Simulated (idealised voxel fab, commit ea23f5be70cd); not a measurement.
voxel capacitor over wiring: a process module
Xsec cut, 140 nm wide, square cell size 5 nm.
If you're reading a cross-section in this doc, picture square cells in a grid; it comes to you as bands, top ones listed first down to the bottom, and a band can be one or more rows of cells.
This entry defines a band. It first specifies the height of the band's top and the height of its bottom in nm, and then specifies the band's materials from left to right, stating each material with its width in nm. The word "edge to edge" identifies a single material that fills the band from edge to edge, while the word "blank" identifies empty space.
Basically, 0 is our baseline, since under it the wafer straight out of the box is all one material. The bottom band has no lower end and keeps on going down, so it looks like "from 0 down".
A width given as "30 to 40" starts at the first number in the band's top row and ends at the second number in its bottom row, shifting by an equal amount at every step from row to row.
When a step is marked "no modifications", none of the cells in the cross-section changed during that step.
For the entry "Closed void catalog", the listed items are empty spaces with no open way to the top whose size is 8 cells or more; each item follows the pattern width x height at distance, where distance is from the left edge and all three are in nm.
It should be noted that, on the line of a given step, the content following the step's settings is a remark produced by the simulator itself with respect to that step.
What "overlay nm" on a step's line means: if the step has a mask, that mask lay this far to the right of its planned place, or, when the value is negative, to the left.
Read each pair as before and after one process step. The after cross-section shows only down to the lowest band that changed. The step between them and its settings are given below the pair. Pairs can come from different runs of this module on the same starting wafer. A pair continues from the pair above only where its "Status before step" entry says so.
### Status before step
  from 0 down | Si edge to edge
  Closed void catalog: none
### State After Step
  from 10 to 0 | SiO2 edge to edge
  At heights below 0, the structure remains unaltered.
  Closed void catalog: none
Which step turns the before cross-section above into the after cross-section? CONFORMAL_DEP, material SiO2, thk nm 10
Status before step: check the pair just above; its after cross-section is our before state.
### State After Step
  from 15 to 10 | TiN edge to edge
  At heights below 10, the structure remains unaltered.
  Closed void catalog: none
Which step turns the before cross-section above into the after cross-section? DIRECTIONAL_DEP, material TiN, thk nm 5
Status before step: check the pair just above; its after cross-section is our before state.
### State After Step
  from 30 to 15 | Ru edge to edge
  At heights below 15, the structure remains unaltered.
  Closed void catalog: none
Which step turns the before cross-section above into the after cross-section? DIRECTIONAL_DEP, material Ru, thk nm 15
Status before step: check the pair just above; its after cross-section is our before state.
### State After Step
  from 30 to 15 | 20 of blank, then 20 of Ru, then 60 of blank, then 20 of Ru, then 20 of blank
  At heights below 15, the structure remains unaltered.
  Closed void catalog: none
Which step turns the before cross-section above into the after cross-section? MASKED_ETCH, tone cover, mask id METAL_1, width nm 20, pitch nm 80, etch materials Ru, depth nm 15, overlay nm 0
Status before step: check the pair just above; its after cross-section is our before state.
### State After Step
  from 30 to 15 | 20 of blank, then 20 of Ru, then 60 of blank, then 20 of Ru, then 20 of blank
  from 15 to 10 | 20 of blank, then 20 of TiN, then 60 of blank, then 20 of TiN, then 20 of blank
  At heights below 10, the structure remains unaltered.
  Closed void catalog: none
Which step turns the before cross-section above into the after cross-section? MASKED_ETCH, tone cover, mask id METAL_1, width nm 20, pitch nm 80, etch materials TiN, depth nm 5, overlay nm 0
Status before step: check the pair just above; its after cross-section is our before state.
### State After Step
  from 35 to 30 | 15 of blank, then 30 of SiCN, then 50 of blank, then 30 of SiCN, then 15 of blank
  from 30 to 15 | 15 of blank, then 5 of SiCN, then 20 of Ru, then 5 of SiCN, then 50 of blank, then 5 of SiCN, then 20 of Ru, then 5 of SiCN, then 15 of blank
  from 15 to 10 | 20 of SiCN, then 20 of TiN, then 60 of SiCN, then 20 of TiN, then 20 of SiCN
  At heights below 10, the structure remains unaltered.
  Closed void catalog: none
Which step turns the before cross-section above into the after cross-section? CONFORMAL_DEP, material SiCN, thk nm 5
Status before step: check the pair just above; its after cross-section is our before state.
### State After Step
  from 45 to 35 | SiO2 edge to edge
  from 35 to 30 | 15 of SiO2, then 30 of SiCN, then 50 of SiO2, then 30 of SiCN, then 15 of SiO2
  from 30 to 15 | 15 of SiO2, then 5 of SiCN, then 20 of Ru, then 5 of SiCN, then 50 of SiO2, then 5 of SiCN, then 20 of Ru, then 5 of SiCN, then 15 of SiO2
  At heights below 15, the structure remains unaltered.
  Closed void catalog: none
Which step turns the before cross-section above into the after cross-section? FILL_DEP, material SiO2, thk nm 10
Status before step: check the pair just above; its after cross-section is our before state.
### State After Step
  from 30 to 15 | 15 of SiO2, then 5 of SiCN, then 20 of Ru, then 5 of SiCN, then 50 of SiO2, then 5 of SiCN, then 20 of Ru, then 5 of SiCN, then 15 of SiO2
  At heights below 15, the structure remains unaltered.
  Closed void catalog: none
Which step turns the before cross-section above into the after cross-section? CMP, height nm 30
Status before step: check the pair just above; its after cross-section is our before state.
### State After Step
  from 35 to 30 | SiCN edge to edge
  At heights below 30, the structure remains unaltered.
  Closed void catalog: none
Which step turns the before cross-section above into the after cross-section? CONFORMAL_DEP, material SiCN, thk nm 5
Status before step: check the pair just above; its after cross-section is our before state.
### State After Step
  from 50 to 35 | lowk edge to edge
  At heights below 35, the structure remains unaltered.
  Closed void catalog: none
Which step turns the before cross-section above into the after cross-section? DIRECTIONAL_DEP, material lowk, thk nm 15
Status before step: check the pair just above; its after cross-section is our before state.
### State After Step
  from 50 to 35 | 25 of lowk, then 15 of blank, then 100 of lowk
  At heights below 35, the structure remains unaltered.
  Closed void catalog: none
Which step turns the before cross-section above into the after cross-section? MASKED_ETCH, tone open, mask id PLUG_1, width nm 15, etch materials lowk, depth nm 15, overlay nm 0
Status before step: check the pair just above; its after cross-section is our before state.
### State After Step
  from 50 to 35 | 25 of lowk, then 15 of blank, then 100 of lowk
  from 35 to 30 | 25 of SiCN, then 15 of blank, then 100 of SiCN
  At heights below 30, the structure remains unaltered.
  Closed void catalog: none
Which step turns the before cross-section above into the after cross-section? MASKED_ETCH, tone open, mask id PLUG_1, width nm 15, etch materials SiCN, depth nm 5, overlay nm 0
Status before step: check the pair just above; its after cross-section is our before state.
### State After Step
  from 50 to 40 | 25 of lowk, then 15 of blank, then 100 of lowk
  from 40 to 35 | 25 of lowk, then 15 of Ru, then 100 of lowk
  from 35 to 30 | 25 of SiCN, then 15 of Ru, then 100 of SiCN
  At heights below 30, the structure remains unaltered.
  Closed void catalog: none
Which step turns the before cross-section above into the after cross-section? EPI, material Ru, thk nm 10
Status before step: check the pair just above; its after cross-section is our before state.
### State After Step
  from 50 to 35 | 25 of lowk, then 15 of Ru, then 100 of lowk
  At heights below 35, the structure remains unaltered.
  Closed void catalog: none
Which step turns the before cross-section above into the after cross-section? EPI, material Ru, thk nm 10
Status before step: check the pair just above; its after cross-section is our before state.
### State After Step
  from 60 to 50 | TiN edge to edge
  At heights below 50, the structure remains unaltered.
  Closed void catalog: none
Which step turns the before cross-section above into the after cross-section? DIRECTIONAL_DEP, material TiN, thk nm 10
Status before step: check the pair just above; its after cross-section is our before state.
### State After Step
  from 65 to 60 | SiN edge to edge
  At heights below 60, the structure remains unaltered.
  Closed void catalog: none
Which step turns the before cross-section above into the after cross-section? DIRECTIONAL_DEP, material SiN, thk nm 5
Status before step: check the pair just above; its after cross-section is our before state.
### State After Step
  from 70 to 65 | TiN edge to edge
  At heights below 65, the structure remains unaltered.
  Closed void catalog: none
Which step turns the before cross-section above into the after cross-section? DIRECTIONAL_DEP, material TiN, thk nm 5
Status before step: check the pair just above; its after cross-section is our before state.
### State After Step
  from 85 to 70 | 25 of blank, then 65 of resist, then 50 of blank
  At heights below 70, the structure remains unaltered.
  Closed void catalog: none
Which step turns the before cross-section above into the after cross-section? PATTERN, tone cover, mask id UPPER_PLATE, material resist, width nm 65, thk nm 15, overlay nm 0
Status before step: check the pair just above; its after cross-section is our before state.
### State After Step
  from 85 to 70 | 25 of blank, then 65 of resist, then 50 of blank
  from 70 to 65 | 25 of blank, then 65 of TiN, then 50 of blank
  At heights below 65, the structure remains unaltered.
  Closed void catalog: none
Which step turns the before cross-section above into the after cross-section? DIRECTIONAL_ETCH, etch materials TiN, depth nm 5
Status before step: check the pair just above; its after cross-section is our before state.
### State After Step
  from 85 to 70 | 25 of blank, then 65 of resist, then 50 of blank
  from 70 to 65 | 25 of blank, then 65 of TiN, then 50 of blank
  from 65 to 60 | 25 of blank, then 65 of SiN, then 50 of blank
  At heights below 60, the structure remains unaltered.
  Closed void catalog: none
Which step turns the before cross-section above into the after cross-section? DIRECTIONAL_ETCH, etch materials SiN, depth nm 5
Status before step: check the pair just above; its after cross-section is our before state.
### State After Step
  from 70 to 65 | 25 of blank, then 65 of TiN, then 50 of blank
  At heights below 65, the structure remains unaltered.
  Closed void catalog: none
Which step turns the before cross-section above into the after cross-section? STRIP, etch materials resist
Status before step: check the pair just above; its after cross-section is our before state.
### State After Step
  from 85 to 75 | 25 of blank, then 65 of aC, then 50 of blank
  from 75 to 70 | aC edge to edge
  from 70 to 65 | 25 of aC, then 65 of TiN, then 50 of aC
  from 65 to 60 | 25 of aC, then 65 of SiN, then 50 of aC
  At heights below 60, the structure remains unaltered.
  Closed void catalog: none
Which step turns the before cross-section above into the after cross-section? DIRECTIONAL_DEP, material aC, thk nm 15
Status before step: check the pair just above; its after cross-section is our before state.
### State After Step
  from 115 to 85 | 20 of blank, then 75 of resist, then 45 of blank
  from 85 to 75 | 20 of blank, then 5 of resist, then 65 of aC, then 5 of resist, then 45 of blank
  At heights below 75, the structure remains unaltered.
  Closed void catalog: none
Which step turns the before cross-section above into the after cross-section? PATTERN, tone cover, mask id LOWER_PLATE, material resist, width nm 75, thk nm 30, overlay nm 0
Status before step: check the pair just above; its after cross-section is our before state.
### State After Step
  from 100 to 85 | 20 of blank, then 75 of resist, then 45 of blank
  from 85 to 75 | 20 of blank, then 5 of resist, then 65 of aC, then 5 of resist, then 45 of blank
  from 75 to 70 | 20 of blank, then 75 of aC, then 45 of blank
  from 70 to 65 | 20 of blank, then 5 of aC, then 65 of TiN, then 5 of aC, then 45 of blank
  from 65 to 60 | 20 of blank, then 5 of aC, then 65 of SiN, then 5 of aC, then 45 of blank
  At heights below 60, the structure remains unaltered.
  Closed void catalog: none
Which step turns the before cross-section above into the after cross-section? DIRECTIONAL_ETCH, etch materials aC, depth nm 15
Status before step: check the pair just above; its after cross-section is our before state.
### State After Step
  from 85 to 75 | 25 of blank, then 65 of aC, then 50 of blank
  At heights below 75, the structure remains unaltered.
  Closed void catalog: none
Which step turns the before cross-section above into the after cross-section? STRIP, etch materials resist
Status before step: check the pair just above; its after cross-section is our before state.
### State After Step
  from 85 to 75 | 25 of blank, then 65 of aC, then 50 of blank
  from 75 to 70 | 20 of blank, then 75 of aC, then 45 of blank
  from 70 to 65 | 20 of blank, then 5 of aC, then 65 of TiN, then 5 of aC, then 45 of blank
  from 65 to 60 | 20 of blank, then 5 of aC, then 65 of SiN, then 5 of aC, then 45 of blank
  from 60 to 50 | 20 of blank, then 75 of TiN, then 45 of blank
  At heights below 50, the structure remains unaltered.
  Closed void catalog: none
Which step turns the before cross-section above into the after cross-section? DIRECTIONAL_ETCH, etch materials TiN, depth nm 10
Status before step: check the pair just above; its after cross-section is our before state.
### State After Step
  from 70 to 65 | 25 of blank, then 65 of TiN, then 50 of blank
  from 65 to 60 | 25 of blank, then 65 of SiN, then 50 of blank
  At heights below 60, the structure remains unaltered.
  Closed void catalog: none
Which step turns the before cross-section above into the after cross-section? STRIP, etch materials aC
Status before step: check the pair just above; its after cross-section is our before state.
### State After Step
  from 85 to 70 | SiO2 edge to edge
  from 70 to 65 | 25 of SiO2, then 65 of TiN, then 50 of SiO2
  from 65 to 60 | 25 of SiO2, then 65 of SiN, then 50 of SiO2
  from 60 to 50 | 20 of SiO2, then 75 of TiN, then 45 of SiO2
  At heights below 50, the structure remains unaltered.
  Closed void catalog: none
Which step turns the before cross-section above into the after cross-section? FILL_DEP, material SiO2, thk nm 15
Status before step: check the pair just above; its after cross-section is our before state.
### State After Step
  from 80 to 70 | SiO2 edge to edge
  At heights below 70, the structure remains unaltered.
  Closed void catalog: none
Which step turns the before cross-section above into the after cross-section? CMP, height nm 80
Status before step: check the pair just above; its after cross-section is our before state.
### State After Step
  from 95 to 80 | 35 of resist, then 15 of blank, then 90 of resist
  At heights below 80, the structure remains unaltered.
  Closed void catalog: none
Which step turns the before cross-section above into the after cross-section? PATTERN, tone open, mask id PLUG_2, material resist, width nm 15, thk nm 15, overlay nm 0
Status before step: check the pair just above; its after cross-section is our before state.
### State After Step
  from 95 to 80 | 35 of resist, then 15 of blank, then 90 of resist
  from 80 to 70 | 35 of SiO2, then 15 of blank, then 90 of SiO2
  At heights below 70, the structure remains unaltered.
  Closed void catalog: none
Which step turns the before cross-section above into the after cross-section? DIRECTIONAL_ETCH, etch materials SiO2, depth nm 10
Status before step: check the pair just above; its after cross-section is our before state.
### State After Step
  from 80 to 70 | 35 of SiO2, then 15 of blank, then 90 of SiO2
  At heights below 70, the structure remains unaltered.
  Closed void catalog: none
Which step turns the before cross-section above into the after cross-section? STRIP, etch materials resist
Status before step: check the pair just above; its after cross-section is our before state.
### State After Step
  from 85 to 80 | 40 of TiN, then 5 of blank, then 95 of TiN
  from 80 to 75 | 35 of SiO2, then 5 of TiN, then 5 of blank, then 5 of TiN, then 90 of SiO2
  from 75 to 65 | 35 to 25 of SiO2, then 15 to 65 of TiN, then 90 to 50 of SiO2
  At heights below 65, the structure remains unaltered.
  Closed void catalog: none
Which step turns the before cross-section above into the after cross-section? CONFORMAL_DEP, material TiN, thk nm 5
Status before step: check the pair just above; its after cross-section is our before state.
### State After Step
  from 90 to 85 | W edge to edge
  from 85 to 80 | 40 of TiN, then 5 of W, then 95 of TiN
  from 80 to 75 | 35 of SiO2, then 5 of TiN, then 5 of W, then 5 of TiN, then 90 of SiO2
  At heights below 75, the structure remains unaltered.
  Closed void catalog: none
Which step turns the before cross-section above into the after cross-section? FILL_DEP, material W, thk nm 5
Status before step: check the pair just above; its after cross-section is our before state.
### State After Step
  from 80 to 75 | 35 of SiO2, then 5 of TiN, then 5 of W, then 5 of TiN, then 90 of SiO2
  At heights below 75, the structure remains unaltered.
  Closed void catalog: none
Which step turns the before cross-section above into the after cross-section? CMP, height nm 80
Status before step: check the pair just above; its after cross-section is our before state.
### State After Step
  from 85 to 80 | SiN edge to edge
  At heights below 80, the structure remains unaltered.
  Closed void catalog: none
Which step turns the before cross-section above into the after cross-section? CONFORMAL_DEP, material SiN, thk nm 5
### Status before step
  from 10 to 0 | SiO2 edge to edge
  from 0 down | Si edge to edge
  Closed void catalog: none
### State After Step
  from 25 to 10 | Ru edge to edge
  At heights below 10, the structure remains unaltered.
  Closed void catalog: none
Which step turns the before cross-section above into the after cross-section? DIRECTIONAL_DEP, material Ru, thk nm 15
Status before step: check the pair just above; its after cross-section is our before state.
### State After Step
  from 25 to 10 | 20 of blank, then 20 of Ru, then 60 of blank, then 20 of Ru, then 20 of blank
  At heights below 10, the structure remains unaltered.
  Closed void catalog: none
Which step turns the before cross-section above into the after cross-section? MASKED_ETCH, tone cover, mask id METAL_1, width nm 20, pitch nm 80, etch materials Ru, depth nm 15, overlay nm 0
Status before step: check the pair just above; its after cross-section is our before state.
### State After Step
  from 30 to 25 | 15 of blank, then 30 of SiCN, then 50 of blank, then 30 of SiCN, then 15 of blank
  from 25 to 15 | 15 of blank, then 5 of SiCN, then 20 of Ru, then 5 of SiCN, then 50 of blank, then 5 of SiCN, then 20 of Ru, then 5 of SiCN, then 15 of blank
  from 15 to 10 | 20 of SiCN, then 20 of Ru, then 60 of SiCN, then 20 of Ru, then 20 of SiCN
  At heights below 10, the structure remains unaltered.
  Closed void catalog: none
Which step turns the before cross-section above into the after cross-section? CONFORMAL_DEP, material SiCN, thk nm 5
Status before step: check the pair just above; its after cross-section is our before state.
### State After Step
  from 40 to 30 | SiO2 edge to edge
  from 30 to 25 | 15 of SiO2, then 30 of SiCN, then 50 of SiO2, then 30 of SiCN, then 15 of SiO2
  from 25 to 15 | 15 of SiO2, then 5 of SiCN, then 20 of Ru, then 5 of SiCN, then 50 of SiO2, then 5 of SiCN, then 20 of Ru, then 5 of SiCN, then 15 of SiO2
  At heights below 15, the structure remains unaltered.
  Closed void catalog: none
Which step turns the before cross-section above into the after cross-section? FILL_DEP, material SiO2, thk nm 10
Status before step: check the pair just above; its after cross-section is our before state.
### State After Step
  from 30 to 25 | 15 of SiO2, then 30 of SiCN, then 50 of SiO2, then 30 of SiCN, then 15 of SiO2
  At heights below 25, the structure remains unaltered.
  Closed void catalog: none
Which step turns the before cross-section above into the after cross-section? CMP, height nm 30
Status before step: check the pair just above; its after cross-section is our before state.
### State After Step
  from 35 to 30 | SiCN edge to edge
  At heights below 30, the structure remains unaltered.
  Closed void catalog: none
Which step turns the before cross-section above into the after cross-section? CONFORMAL_DEP, material SiCN, thk nm 5
Status before step: check the pair just above; its after cross-section is our before state.
### State After Step
  from 50 to 35 | lowk edge to edge
  At heights below 35, the structure remains unaltered.
  Closed void catalog: none
Which step turns the before cross-section above into the after cross-section? DIRECTIONAL_DEP, material lowk, thk nm 15
Status before step: check the pair just above; its after cross-section is our before state.
### State After Step
  from 50 to 35 | 25 of lowk, then 15 of blank, then 100 of lowk
  At heights below 35, the structure remains unaltered.
  Closed void catalog: none
Which step turns the before cross-section above into the after cross-section? MASKED_ETCH, tone open, mask id PLUG_1, width nm 15, etch materials lowk, depth nm 15, overlay nm 0
Status before step: check the pair just above; its after cross-section is our before state.
### State After Step
  from 50 to 35 | 25 of lowk, then 15 of blank, then 100 of lowk
  from 35 to 30 | 25 of SiCN, then 15 of blank, then 100 of SiCN
  At heights below 30, the structure remains unaltered.
  Closed void catalog: none
Which step turns the before cross-section above into the after cross-section? MASKED_ETCH, tone open, mask id PLUG_1, width nm 15, etch materials SiCN, depth nm 5, overlay nm 0
Status before step: check the pair just above; its after cross-section is our before state.
### State After Step
  from 60 to 50 | 25 of TiN, then 15 of blank, then 100 of TiN
  from 50 to 40 | 25 of lowk, then 15 of blank, then 100 of lowk
  from 40 to 35 | 25 of lowk, then 15 of TiN, then 100 of lowk
  from 35 to 30 | 25 of SiCN, then 15 of TiN, then 100 of SiCN
  At heights below 30, the structure remains unaltered.
  Closed void catalog: none
Which step turns the before cross-section above into the after cross-section? DIRECTIONAL_DEP, material TiN, thk nm 10
Status before step: check the pair just above; its after cross-section is our before state.
### State After Step
  from 65 to 60 | 25 of SiN, then 15 of blank, then 100 of SiN
  from 60 to 50 | 25 of TiN, then 15 of blank, then 100 of TiN
  from 50 to 45 | 25 of lowk, then 15 of blank, then 100 of lowk
  from 45 to 40 | 25 of lowk, then 15 of SiN, then 100 of lowk
  At heights below 40, the structure remains unaltered.
  Closed void catalog: none
Which step turns the before cross-section above into the after cross-section? DIRECTIONAL_DEP, material SiN, thk nm 5
Status before step: check the pair just above; its after cross-section is our before state.
### State After Step
  from 70 to 65 | 25 of TiN, then 15 of blank, then 100 of TiN
  from 65 to 60 | 25 of SiN, then 15 of blank, then 100 of SiN
  from 60 to 50 | 25 of TiN, then 15 of blank, then 100 of TiN
  from 50 to 45 | 25 of lowk, then 15 of TiN, then 100 of lowk
  At heights below 45, the structure remains unaltered.
  Closed void catalog: none
Which step turns the before cross-section above into the after cross-section? DIRECTIONAL_DEP, material TiN, thk nm 5
Status before step: check the pair just above; its after cross-section is our before state.
### State After Step
  from 85 to 70 | 25 of blank, then 65 of resist, then 50 of blank
  from 70 to 65 | 25 of TiN, then 15 of resist, then 100 of TiN
  from 65 to 60 | 25 of SiN, then 15 of resist, then 100 of SiN
  from 60 to 50 | 25 of TiN, then 15 of resist, then 100 of TiN
  At heights below 50, the structure remains unaltered.
  Closed void catalog: none
Which step turns the before cross-section above into the after cross-section? PATTERN, tone cover, mask id UPPER_PLATE, material resist, width nm 65, thk nm 15, overlay nm 0
Status before step: check the pair just above; its after cross-section is our before state.
### State After Step
  from 85 to 70 | 25 of blank, then 65 of resist, then 50 of blank
  from 70 to 65 | 25 of blank, then 15 of resist, then 50 of TiN, then 50 of blank
  At heights below 65, the structure remains unaltered.
  Closed void catalog: none
Which step turns the before cross-section above into the after cross-section? DIRECTIONAL_ETCH, etch materials TiN, depth nm 5
Status before step: check the pair just above; its after cross-section is our before state.
### State After Step
  from 85 to 70 | 25 of blank, then 65 of resist, then 50 of blank
  from 70 to 65 | 25 of blank, then 15 of resist, then 50 of TiN, then 50 of blank
  from 65 to 60 | 25 of blank, then 15 of resist, then 50 of SiN, then 50 of blank
  At heights below 60, the structure remains unaltered.
  Closed void catalog: none
Which step turns the before cross-section above into the after cross-section? DIRECTIONAL_ETCH, etch materials SiN, depth nm 5
Status before step: check the pair just above; its after cross-section is our before state.
### State After Step
  from 70 to 65 | 40 of blank, then 50 of TiN, then 50 of blank
  from 65 to 60 | 40 of blank, then 50 of SiN, then 50 of blank
  from 60 to 50 | 25 of TiN, then 15 of blank, then 100 of TiN
  At heights below 50, the structure remains unaltered.
  Closed void catalog: none
Which step turns the before cross-section above into the after cross-section? STRIP, etch materials resist
Status before step: check the pair just above; its after cross-section is our before state.
### State After Step
  from 85 to 75 | 40 of blank, then 50 of aC, then 50 of blank
  from 75 to 70 | 25 of aC, then 15 of blank, then 100 of aC
  from 70 to 65 | 25 of aC, then 15 of blank, then 50 of TiN, then 50 of aC
  from 65 to 60 | 40 of aC, then 50 of SiN, then 50 of aC
  from 60 to 50 | 25 of TiN, then 15 of aC, then 100 of TiN
  At heights below 50, the structure remains unaltered.
  Closed void catalog: none
Which step turns the before cross-section above into the after cross-section? DIRECTIONAL_DEP, material aC, thk nm 15
Status before step: check the pair just above; its after cross-section is our before state.
### State After Step
  from 115 to 85 | 20 of blank, then 75 of resist, then 45 of blank
  from 85 to 75 | 20 of blank, then 20 of resist, then 50 of aC, then 5 of resist, then 45 of blank
  from 75 to 70 | 25 of aC, then 15 of resist, then 100 of aC
  from 70 to 65 | 25 of aC, then 15 of resist, then 50 of TiN, then 50 of aC
  At heights below 65, the structure remains unaltered.
  Closed void catalog: none
Which step turns the before cross-section above into the after cross-section? PATTERN, tone cover, mask id LOWER_PLATE, material resist, width nm 75, thk nm 30, overlay nm 0
Status before step: check the pair just above; its after cross-section is our before state.
### State After Step
  from 100 to 85 | 20 of blank, then 75 of resist, then 45 of blank
  from 85 to 75 | 20 of blank, then 20 of resist, then 50 of aC, then 5 of resist, then 45 of blank
  from 75 to 70 | 20 of blank, then 5 of aC, then 15 of resist, then 55 of aC, then 45 of blank
  from 70 to 65 | 20 of blank, then 5 of aC, then 15 of resist, then 50 of TiN, then 5 of aC, then 45 of blank
  from 65 to 60 | 20 of blank, then 20 of aC, then 50 of SiN, then 5 of aC, then 45 of blank
  At heights below 60, the structure remains unaltered.
  Closed void catalog: none
Which step turns the before cross-section above into the after cross-section? DIRECTIONAL_ETCH, etch materials aC, depth nm 15
Status before step: check the pair just above; its after cross-section is our before state.
### State After Step
  from 85 to 75 | 40 of blank, then 50 of aC, then 50 of blank
  from 75 to 70 | 20 of blank, then 5 of aC, then 15 of blank, then 55 of aC, then 45 of blank
  from 70 to 65 | 20 of blank, then 5 of aC, then 15 of blank, then 50 of TiN, then 5 of aC, then 45 of blank
  At heights below 65, the structure remains unaltered.
  Closed void catalog: none
Which step turns the before cross-section above into the after cross-section? STRIP, etch materials resist
Status before step: check the pair just above; its after cross-section is our before state.
### State After Step
  from 85 to 75 | 40 of blank, then 50 of aC, then 50 of blank
  from 75 to 70 | 20 of blank, then 5 of aC, then 15 of blank, then 55 of aC, then 45 of blank
  from 70 to 65 | 20 of blank, then 5 of aC, then 15 of blank, then 50 of TiN, then 5 of aC, then 45 of blank
  from 65 to 60 | 20 of blank, then 20 of aC, then 50 of SiN, then 5 of aC, then 45 of blank
  from 60 to 50 | 20 of blank, then 5 of TiN, then 15 of aC, then 55 of TiN, then 45 of blank
  At heights below 50, the structure remains unaltered.
  Closed void catalog: none
Which step turns the before cross-section above into the after cross-section? DIRECTIONAL_ETCH, etch materials TiN, depth nm 10
Status before step: check the pair just above; its after cross-section is our before state.
### State After Step
  from 70 to 65 | 40 of blank, then 50 of TiN, then 50 of blank
  from 65 to 60 | 40 of blank, then 50 of SiN, then 50 of blank
  from 60 to 50 | 20 of blank, then 5 of TiN, then 15 of blank, then 55 of TiN, then 45 of blank
  At heights below 50, the structure remains unaltered.
  Closed void catalog: none
Which step turns the before cross-section above into the after cross-section? STRIP, etch materials aC
Status before step: check the pair just above; its after cross-section is our before state.
### State After Step
  from 85 to 70 | SiO2 edge to edge
  from 70 to 65 | 40 of SiO2, then 50 of TiN, then 50 of SiO2
  from 65 to 60 | 40 of SiO2, then 50 of SiN, then 50 of SiO2
  from 60 to 50 | 20 of SiO2, then 5 of TiN, then 15 of SiO2, then 55 of TiN, then 45 of SiO2
  At heights below 50, the structure remains unaltered.
  Closed void catalog: none
Which step turns the before cross-section above into the after cross-section? FILL_DEP, material SiO2, thk nm 15
Status before step: check the pair just above; its after cross-section is our before state.
### State After Step
  from 80 to 70 | SiO2 edge to edge
  At heights below 70, the structure remains unaltered.
  Closed void catalog: none
Which step turns the before cross-section above into the after cross-section? CMP, height nm 80
Status before step: check the pair just above; its after cross-section is our before state.
### State After Step
  from 95 to 80 | 35 of resist, then 15 of blank, then 90 of resist
  At heights below 80, the structure remains unaltered.
  Closed void catalog: none
Which step turns the before cross-section above into the after cross-section? PATTERN, tone open, mask id PLUG_2, material resist, width nm 15, thk nm 15, overlay nm 0
Status before step: check the pair just above; its after cross-section is our before state.
### State After Step
  from 95 to 80 | 35 of resist, then 15 of blank, then 90 of resist
  from 80 to 70 | 35 of SiO2, then 15 of blank, then 90 of SiO2
  At heights below 70, the structure remains unaltered.
  Closed void catalog: none
Which step turns the before cross-section above into the after cross-section? DIRECTIONAL_ETCH, etch materials SiO2, depth nm 10
Status before step: check the pair just above; its after cross-section is our before state.
### State After Step
  from 80 to 70 | 35 of SiO2, then 15 of blank, then 90 of SiO2
  At heights below 70, the structure remains unaltered.
  Closed void catalog: none
Which step turns the before cross-section above into the after cross-section? STRIP, etch materials resist
Status before step: check the pair just above; its after cross-section is our before state.
### State After Step
  from 85 to 80 | 40 of TiN, then 5 of blank, then 95 of TiN
  from 80 to 75 | 35 of SiO2, then 5 of TiN, then 5 of blank, then 5 of TiN, then 90 of SiO2
  from 75 to 65 | 35 to 40 of SiO2, then 15 to 50 of TiN, then 90 to 50 of SiO2
  At heights below 65, the structure remains unaltered.
  Closed void catalog: none
Which step turns the before cross-section above into the after cross-section? CONFORMAL_DEP, material TiN, thk nm 5
Status before step: check the pair just above; its after cross-section is our before state.
### State After Step
  from 90 to 85 | W edge to edge
  from 85 to 80 | 40 of TiN, then 5 of W, then 95 of TiN
  from 80 to 75 | 35 of SiO2, then 5 of TiN, then 5 of W, then 5 of TiN, then 90 of SiO2
  At heights below 75, the structure remains unaltered.
  Closed void catalog: none
Which step turns the before cross-section above into the after cross-section? FILL_DEP, material W, thk nm 5
Status before step: check the pair just above; its after cross-section is our before state.
### State After Step
  from 80 to 75 | 35 of SiO2, then 5 of TiN, then 5 of W, then 5 of TiN, then 90 of SiO2
  At heights below 75, the structure remains unaltered.
  Closed void catalog: none
Which step turns the before cross-section above into the after cross-section? CMP, height nm 80
Status before step: check the pair just above; its after cross-section is our before state.
### State After Step
  from 85 to 80 | SiN edge to edge
  At heights below 80, the structure remains unaltered.
  Closed void catalog: none
Which step turns the before cross-section above into the after cross-section? CONFORMAL_DEP, material SiN, thk nm 5
### Status before step
  from 50 to 35 | lowk edge to edge
  from 35 to 30 | SiCN edge to edge
  from 30 to 15 | 15 of SiO2, then 5 of SiCN, then 20 of Ru, then 5 of SiCN, then 50 of SiO2, then 5 of SiCN, then 20 of Ru, then 5 of SiCN, then 15 of SiO2
  from 15 to 10 | 20 of SiCN, then 20 of TiN, then 60 of SiCN, then 20 of TiN, then 20 of SiCN
  from 10 to 0 | SiO2 edge to edge
  from 0 down | Si edge to edge
  Closed void catalog: none
### State After Step
  from 65 to 35 | lowk edge to edge
  At heights below 35, the structure remains unaltered.
  Closed void catalog: none
Which step turns the before cross-section above into the after cross-section? DIRECTIONAL_DEP, material lowk, thk nm 15
Status before step: check the pair just above; its after cross-section is our before state.
### State After Step
  from 65 to 50 | 25 of lowk, then 15 of blank, then 100 of lowk
  At heights below 50, the structure remains unaltered.
  Closed void catalog: none
Which step turns the before cross-section above into the after cross-section? MASKED_ETCH, tone open, mask id PLUG_1, width nm 15, etch materials lowk, depth nm 15, overlay nm 0
Status before step: check the pair just above; its after cross-section is our before state.
### State After Step
  from 75 to 65 | 25 of TiN, then 15 of blank, then 100 of TiN
  from 65 to 60 | 25 of lowk, then 15 of blank, then 100 of lowk
  from 60 to 50 | 25 of lowk, then 15 of TiN, then 100 of lowk
  At heights below 50, the structure remains unaltered.
  Closed void catalog: none
Which step turns the before cross-section above into the after cross-section? DIRECTIONAL_DEP, material TiN, thk nm 10
Status before step: check the pair just above; its after cross-section is our before state.
### State After Step
  from 80 to 75 | 25 of SiN, then 15 of blank, then 100 of SiN
  from 75 to 65 | 25 of TiN, then 15 of blank, then 100 of TiN
  from 65 to 60 | 25 of lowk, then 15 of SiN, then 100 of lowk
  At heights below 60, the structure remains unaltered.
  Closed void catalog: none
Which step turns the before cross-section above into the after cross-section? DIRECTIONAL_DEP, material SiN, thk nm 5
Status before step: check the pair just above; its after cross-section is our before state.
### State After Step
  from 85 to 80 | 25 of TiN, then 15 of blank, then 100 of TiN
  from 80 to 75 | 25 of SiN, then 15 of blank, then 100 of SiN
  from 75 to 70 | 25 of TiN, then 15 of blank, then 100 of TiN
  from 70 to 65 | TiN edge to edge
  At heights below 65, the structure remains unaltered.
  Closed void catalog: none
Which step turns the before cross-section above into the after cross-section? DIRECTIONAL_DEP, material TiN, thk nm 5
Status before step: check the pair just above; its after cross-section is our before state.
### State After Step
  from 100 to 85 | 25 of blank, then 65 of resist, then 50 of blank
  from 85 to 80 | 25 of TiN, then 15 of resist, then 100 of TiN
  from 80 to 75 | 25 of SiN, then 15 of resist, then 100 of SiN
  from 75 to 70 | 25 of TiN, then 15 of resist, then 100 of TiN
  At heights below 70, the structure remains unaltered.
  Closed void catalog: none
Which step turns the before cross-section above into the after cross-section? PATTERN, tone cover, mask id UPPER_PLATE, material resist, width nm 65, thk nm 15, overlay nm 0
